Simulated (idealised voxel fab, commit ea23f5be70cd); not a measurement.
process module | voxel self aligned contacts
cross-section cut | 170 nm wide | cells 5 nm
A cross-section is a grid of square cells, given in bands from the top down. A band is one or more rows of cells.
Each band's line starts with the height of the band's top and of its bottom, in nm. Then come its materials from left to right, each with its width in nm. One material with "throughout" fills the band from edge to edge. "air" is empty space.
Height 0 is the level under which the wafer as received is all one material. The lowest band goes on downwards, as in "0 down".
A width such as "30 to 40" changes by the same amount from each row of cells to the next, from the band's top row to its bottom row.
"no change" after a step means that no cell of the cross-section changed.
closed voids: empty space of 8 cells or more with no open way to the top, each as width x height at its distance from the left edge, in nm
after a step's settings: what the simulator itself notes on the step
overlay nm, on a step with a mask: how far to the right of its planned place the mask lay; to the left if negative
plan
1 op RECEIVE | material Si
2 op CONFORMAL_DEP | material SiO2 | thk nm 5
3 op DIRECTIONAL_DEP | material polySi | thk nm 30
4 op DIRECTIONAL_DEP | material SiN | thk nm 20
5 op DIRECTIONAL_DEP | material aC | thk nm 10
6 op PATTERN | tone cover | mask id GATE | material resist | width nm 30 | pitch nm 60 | thk nm 25 | overlay nm 0
7 op DIRECTIONAL_ETCH | etch materials aC | depth nm 10
8 op STRIP | etch materials resist
9 op DIRECTIONAL_ETCH | etch materials SiN | depth nm 20
10 op DIRECTIONAL_ETCH | etch materials polySi | depth nm 30
11 op STRIP | etch materials aC
12 op CONFORMAL_DEP | material SiN | thk nm 5
13 op DIRECTIONAL_ETCH | etch materials SiN | depth nm 5
14 op FILL_DEP | material SiO2 | thk nm 10
15 op CMP | height nm 60
16 op PATTERN | tone open | mask id CONTACT | material resist | width nm 30 | thk nm 15 | overlay nm 0
17 op DIRECTIONAL_ETCH | etch materials SiO2 | depth nm 60
18 op STRIP | etch materials resist
19 op CONFORMAL_DEP | material TiN | thk nm 5
20 op FILL_DEP | material W | thk nm 5
21 op CMP | height nm 60
22 op CONFORMAL_DEP | material SiN | thk nm 5
varied across the wafers: width nm of step 16. The plan shows the first wafer's value. All wafers start alike
first wafer as received, after step 1
  0 down: Si throughout
  closed voids: none
first wafer at the end, after step 22
  65 to 60: SiN throughout
  60 to 55: SiO2 70 | TiN 10 | W 10 | TiN 10 | SiO2 70
  55 to 35: SiO2 35 | SiN 40 | TiN 5 | W 10 | TiN 5 | SiN 40 | SiO2 35
  35 to 5: SiO2 35 | SiN 5 | polySi 30 | SiN 5 | TiN 5 | W 10 | TiN 5 | SiN 5 | polySi 30 | SiN 5 | SiO2 35
  5 to 0: SiO2 75 | TiN 20 | SiO2 75
  0 down: Si throughout
  closed voids: none
last wafer at the end
  65 to 60: SiN throughout
  60 to 55: SiO2 60 | TiN 20 | W 10 | TiN 25 | SiO2 55
  55 to 35: SiO2 35 | SiN 40 | TiN 5 | W 10 | TiN 5 | SiN 40 | SiO2 35
  35 to 5: SiO2 35 | SiN 5 | polySi 30 | SiN 5 | TiN 5 | W 10 | TiN 5 | SiN 5 | polySi 30 | SiN 5 | SiO2 35
  5 to 0: SiO2 75 | TiN 20 | SiO2 75
  0 down: Si throughout
  closed voids: none
each wafer at the end: cells of each material gained (+) or lost (-) since it was received, then its closed voids
width nm 30 | +122 SiN | +198 SiO2 | +28 TiN | +22 W | +72 polySi | closed voids: none
width nm 35 | +122 SiN | +197 SiO2 | +29 TiN | +22 W | +72 polySi | closed voids: none
width nm 40 | +122 SiN | +196 SiO2 | +30 TiN | +22 W | +72 polySi | closed voids: none
width nm 45 | +122 SiN | +195 SiO2 | +31 TiN | +22 W | +72 polySi | closed voids: none
width nm 50 | +122 SiN | +194 SiO2 | +32 TiN | +22 W | +72 polySi | closed voids: none
width nm 55 | +122 SiN | +193 SiO2 | +33 TiN | +22 W | +72 polySi | closed voids: none
